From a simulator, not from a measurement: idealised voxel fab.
The process module presented herein is designated voxel transistor to metal.
Cross-sectional view cut (width: 195 nm; square cell size: 5 nm).
When this document writes out a cross-section, it uses a grid of square cells and lists it as bands, beginning at the top and moving down, with a band standing for one or more rows of cells.
Top height, bottom height, nm. Materials left to right, width each, nm. Single material + "full width" = fills band edge to edge. "empty" = empty.
Note: height 0 marks the level under which the wafer is uniformly one material as received. Lowest band unbounded below, written "0 down".
A two-number width, for instance "30->40", indicates that the width is equal to the first number in the top row of the band and to the second number in the bottom row, and that it changes by a constant amount per row of cells.
It should be understood that the words "nothing was modified", when stated for a given step, signify that the cross-section underwent no change in any of its cells during that step.
The entry titled "Tabulated closed voids" provides the empty spaces that have no open way to the top, restricted to those of 8 cells or more. Each is presented as width x height at distance, the distance being measured from the left edge, with all three in nm.
Where a step's line continues beyond its settings, the continuation is a remark by the simulator itself on that step.
overlay nm: mask offset rightward from planned place, masked step; negative means leftward offset.

This section lists the process steps that were planned
- 1: RECEIVE,material Si
- 2: OXIDIZE,depth nm 5
- 3: CONFORMAL_DEP,material SiN,thk nm 15
- 4: MASKED_ETCH,tone cover,mask id ACTIVE,width nm 105,etch materials SiN,depth nm 15,overlay nm 0
- 5: MASKED_ETCH,tone cover,mask id ACTIVE,width nm 105,etch materials SiO2,depth nm 5,overlay nm 0
- 6: MASKED_ETCH,tone cover,mask id ACTIVE,width nm 105,etch materials Si,depth nm 20,overlay nm 0
- 7: FILL_DEP,material SiO2,thk nm 5
- 8: CMP,height nm 15
- 9: SELECTIVE_ETCH,etch materials SiO2,depth nm 5
- 10: STRIP,etch materials SiN
- 11: SELECTIVE_ETCH,etch materials SiO2,depth nm 5
- 12: OXIDIZE,depth nm 5
- 13: DIRECTIONAL_DEP,material polySi,thk nm 25
- 14: DIRECTIONAL_DEP,material SiCN,thk nm 10
- 15: DIRECTIONAL_DEP,material aC,thk nm 15
- 16: PATTERN,tone cover,mask id GATE,material resist,width nm 35,thk nm 30,overlay nm 0
- 17: DIRECTIONAL_ETCH,etch materials aC,depth nm 15
- 18: STRIP,etch materials resist
- 19: DIRECTIONAL_ETCH,etch materials SiCN,depth nm 20
- 20: DIRECTIONAL_ETCH,etch materials polySi,depth nm 35
- 21: STRIP,etch materials aC
- 22: CONFORMAL_DEP,material SiN,thk nm 5
- 23: DIRECTIONAL_ETCH,etch materials SiN,depth nm 5
- 24: DIRECTIONAL_ETCH,etch materials SiO2,depth nm 5
- 25: DIRECTIONAL_ETCH,etch materials Si,depth nm 5
- 26: EPI,material pSi,thk nm 5
- 27: FILL_DEP,material SiO2,thk nm 5
- 28: CMP,height nm 20
- 29: STRIP,etch materials polySi
- 30: SELECTIVE_ETCH,etch materials SiO2,depth nm 5
- 31: CONFORMAL_DEP,material HfO2,thk nm 5
- 32: CONFORMAL_DEP,material TiN,thk nm 5
- 33: FILL_DEP,material W,thk nm 5
- 34: CMP,height nm 15
- 35: DIRECTIONAL_DEP,material SiO2,thk nm 10
- 36: PATTERN,tone open,mask id CONTACT,material resist,width nm 15,pitch nm 80,thk nm 20,overlay nm 0
- 37: DIRECTIONAL_ETCH,etch materials SiO2,depth nm 35
- 38: STRIP,etch materials resist
- 39: CONFORMAL_DEP,material TiN,thk nm 5
- 40: FILL_DEP,material Ru,thk nm 10
- 41: CMP,height nm 25
- 42: DIRECTIONAL_DEP,material TiN,thk nm 5
- 43: DIRECTIONAL_DEP,material Ru,thk nm 25
- 44: MASKED_ETCH,tone cover,mask id METAL_1,width nm 15,pitch nm 80,etch materials Ru,depth nm 25,overlay nm 0
- 45: MASKED_ETCH,tone cover,mask id METAL_1,width nm 15,pitch nm 80,etch materials TiN,depth nm 5,overlay nm 0
- 46: FILL_DEP,material SiO2,thk nm 5
- 47: CMP,height nm 55
- 48: CONFORMAL_DEP,material SiN,thk nm 5

Delivered wafer in cross-section: state after step 1
- 0 down: Si full width
- Tabulated closed voids: none

Here's the cross-section of the first of our two wafers at the end of the module - it ran as planned
- 60 to 55: SiN full width
- 55 to 30: SiO2 50 nm | Ru 15 nm | SiO2 65 nm | Ru 15 nm | SiO2 50 nm
- 30 to 25: SiO2 50 nm | TiN 15 nm | SiO2 65 nm | TiN 15 nm | SiO2 50 nm
- 25 to 15: SiO2 50 nm | TiN 5 nm | Ru 5 nm | TiN 5 nm | SiO2 65 nm | TiN 5 nm | Ru 5 nm | TiN 5 nm | SiO2 50 nm
- 15 to 5: SiO2 50 nm | TiN 5 nm | Ru 5 nm | TiN 5 nm | SiO2 10 nm | SiN 5 nm | HfO2 5 nm | TiN 5 nm | W 15 nm | TiN 5 nm | HfO2 5 nm | SiN 5 nm | SiO2 10 nm | TiN 5 nm | Ru 5 nm | TiN 5 nm | SiO2 50 nm
- 5 to 0: SiO2 40 nm | SiN 5 nm | SiO2 5 nm | TiN 5 nm | Ru 5 nm | TiN 5 nm | SiO2 10 nm | SiN 5 nm | HfO2 5 nm | TiN 5 nm | W 15 nm | TiN 5 nm | HfO2 5 nm | SiN 5 nm | SiO2 10 nm | TiN 5 nm | Ru 5 nm | TiN 5 nm | SiO2 5 nm | SiN 5 nm | SiO2 40 nm
- 0 to -5: SiO2 40 nm | SiN 5 nm | SiO2 5 nm | TiN 5 nm | Ru 5 nm | TiN 5 nm | SiO2 10 nm | SiN 5 nm | HfO2 5 nm | TiN 25 nm | HfO2 5 nm | SiN 5 nm | SiO2 10 nm | TiN 5 nm | Ru 5 nm | TiN 5 nm | SiO2 5 nm | SiN 5 nm | SiO2 40 nm
- -5 to -10: SiO2 50 nm | TiN 15 nm | SiO2 5 nm | pSi 5 nm | HfO2 45 nm | pSi 5 nm | SiO2 5 nm | TiN 15 nm | SiO2 50 nm
- -10 to -15: SiO2 45 nm | pSi 30 nm | Si 45 nm | pSi 30 nm | SiO2 45 nm
- -15 to -25: SiO2 45 nm | Si 105 nm | SiO2 45 nm
- -25 down: Si full width
- Tabulated closed voids: none

second wafer at the end: like start, like plan, one mistake
- 60 to 55: SiN full width
- 55 to 30: SiO2 50 nm | Ru 15 nm | SiO2 65 nm | Ru 15 nm | SiO2 50 nm
- 30 to 25: SiO2 50 nm | TiN 15 nm | SiO2 65 nm | TiN 15 nm | SiO2 50 nm
- 25 to 20: SiO2 50 nm | TiN 5 nm | Ru 5 nm | TiN 5 nm | SiO2 65 nm | TiN 5 nm | Ru 5 nm | TiN 5 nm | SiO2 50 nm
- 20 to 15: SiO2 50 nm | TiN 15 nm | SiO2 65 nm | TiN 15 nm | SiO2 50 nm
- 15 to 10: W 70 nm | TiN 5 nm | HfO2 5 nm | SiN 5 nm | SiO2 25 nm | SiN 5 nm | HfO2 5 nm | TiN 5 nm | W 70 nm
- 10 to 5: TiN 45 nm | W 25 nm | TiN 5 nm | HfO2 5 nm | SiN 5 nm | SiO2 25 nm | SiN 5 nm | HfO2 5 nm | TiN 5 nm | W 25 nm | TiN 45 nm
- 5 to 0: HfO2 40 nm | TiN 5 nm | W 25 nm | TiN 5 nm | HfO2 5 nm | SiN 5 nm | SiO2 25 nm | SiN 5 nm | HfO2 5 nm | TiN 5 nm | W 25 nm | TiN 5 nm | HfO2 40 nm
- 0 to -5: SiO2 35 nm | HfO2 5 nm | TiN 35 nm | HfO2 5 nm | SiN 5 nm | SiO2 25 nm | SiN 5 nm | HfO2 5 nm | TiN 35 nm | HfO2 5 nm | SiO2 35 nm
- -5 to -10: SiO2 35 nm | HfO2 50 nm | pSi 5 nm | SiO2 15 nm | pSi 5 nm | HfO2 50 nm | SiO2 35 nm
- -10 to -15: SiO2 45 nm | Si 40 nm | pSi 25 nm | Si 40 nm | SiO2 45 nm
- -15 to -25: SiO2 45 nm | Si 105 nm | SiO2 45 nm
- -25 down: Si full width
- Tabulated closed voids: none
Where did the run depart from the plan? rather than as planned, step 16 actually ran as PATTERN,tone open,mask id GATE,material resist,width nm 35,thk nm 30,overlay nm 0
The closing comparison, in cells, has the second wafer with more or fewer of some materials than the first: HfO2: 29 more | Ru: 10 fewer | Si: 7 more | SiN: 4 fewer | SiO2: 63 fewer | TiN: 9 more | W: 39 more | pSi: 7 fewer
